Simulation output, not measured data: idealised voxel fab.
Presented below is a process module, voxel self aligned contacts.
The width of the displayed cross-section, cut, is 290 nm; its cells are square, with a size of 5 nm.
Reading order for cross-sections: top band down to bottom band. Underlying form: a grid of square cells. Band size: one or more rows of cells. The entry gives the band's vertical extent as a top height and a bottom height in nm, then its horizontal make-up as materials from left to right, each with a width in nm. "air" stands for empty space; a single material marked "throughout" fills the band edge to edge. Height reference: 0 = level under which incoming wafer is all one material. Lowest band: no bottom, runs on downward, e.g. "z 0 and below". A width such as "30 to 40" changes by the same amount from each row of cells to the next, from the band's top row to its bottom row. Step note "remained the same" = no cross-section cell changed. "Closed void roster" contains a list of empty spaces, each no smaller than 8 cells and without an open way to the top, written in the form width x height at distance with the distance from the left edge and all three in nm. Formally, on a step line, whatever follows the settings is a remark that the simulator itself makes on the step. For masked steps, "overlay nm" on the step line gives how far right of plan the mask actually lay; a minus sign means it lay to the left.

**This section lists the process steps that were planned**
step 1: RECEIVE (material Si)
step 2: CONFORMAL_DEP (material SiO2; thk nm 5)
step 3: DIRECTIONAL_DEP (material polySi; thk nm 25)
step 4: DIRECTIONAL_DEP (material SiN; thk nm 20)
step 5: DIRECTIONAL_DEP (material aC; thk nm 10)
step 6: PATTERN (tone cover; mask id GATE; material resist; width nm 35; pitch nm 60; thk nm 25; overlay nm 0)
step 7: DIRECTIONAL_ETCH (etch materials aC; depth nm 10)
step 8: STRIP (etch materials resist)
step 9: DIRECTIONAL_ETCH (etch materials SiN; depth nm 20)
step 10: DIRECTIONAL_ETCH (etch materials polySi; depth nm 25)
step 11: STRIP (etch materials aC)
step 12: CONFORMAL_DEP (material SiN; thk nm 5)
step 13: DIRECTIONAL_ETCH (etch materials SiN; depth nm 5)
step 14: FILL_DEP (material SiO2; thk nm 10)
step 15: CMP (height nm 45)
step 16: MASKED_ETCH (tone open; mask id CONTACT; width nm 35; etch materials SiO2; depth nm 55; overlay nm 0)
step 17: CONFORMAL_DEP (material TiN; thk nm 5)
step 18: FILL_DEP (material W; thk nm 5)
step 19: CMP (height nm 55)
step 20: CONFORMAL_DEP (material SiN; thk nm 5)
Be aware that, although all wafers share a common starting state, the height nm at step 15 differs among them, and the plan displays the first wafer's value.

**As-received cross-section, first of several wafers, post step 1**
    z 0 and below  Si throughout
    Closed void roster: none

**First of several wafers: cross-section at the end of the module, after step 20, its last step**
    z 60 to 55  SiN throughout
    z 55 to 50  W throughout
    z 50 to 45  TiN 140 nm | W 5 nm | TiN 145 nm
    z 45 to 30  SiO2 90 nm | SiN 45 nm | TiN 5 nm | W 5 nm | TiN 5 nm | SiN 45 nm | SiO2 95 nm
    z 30 to 5  SiO2 90 nm | SiN 5 nm | polySi 35 nm | SiN 5 nm | TiN 5 nm | W 5 nm | TiN 5 nm | SiN 5 nm | polySi 35 nm | SiN 5 nm | SiO2 95 nm
    z 5 to 0  SiO2 135 nm | TiN 15 nm | SiO2 140 nm
    z 0 and below  Si throughout
    Closed void roster: none

**The module's end: a cross-section of the last wafer**
    z 60 to 55  SiN throughout
    z 55 to 50  SiO2 125 nm | TiN 15 nm | W 5 nm | TiN 15 nm | SiO2 130 nm
    z 50 to 30  SiO2 90 nm | SiN 45 nm | TiN 5 nm | W 5 nm | TiN 5 nm | SiN 45 nm | SiO2 95 nm
    z 30 to 10  SiO2 90 nm | SiN 5 nm | polySi 35 nm | SiN 5 nm | TiN 5 nm | W 5 nm | TiN 5 nm | SiN 5 nm | polySi 35 nm | SiN 5 nm | SiO2 95 nm
    z 10 to 5  SiO2 90 nm | SiN 5 nm | polySi 35 nm | SiN 5 nm | TiN 15 nm | SiN 5 nm | polySi 35 nm | SiN 5 nm | SiO2 95 nm
    z 5 to 0  SiO2 throughout
    z 0 and below  Si throughout
    Closed void roster: none

**Take any row and you have a wafer at the end of the module: how many cells of each material it has gained (+) or lost (-) since it was received, and then its closed voids**
height nm 45, +132 SiN, +351 SiO2, +76 TiN, +67 W, +70 polySi, Closed void roster: none
height nm 50, +150 SiN, +388 SiO2, +78 TiN, +10 W, +70 polySi, Closed void roster: none
height nm 55, +150 SiN, +439 SiO2, +27 TiN, +10 W, +70 polySi, Closed void roster: none
height nm 60, +150 SiN, +442 SiO2, +25 TiN, +9 W, +70 polySi, Closed void roster: none
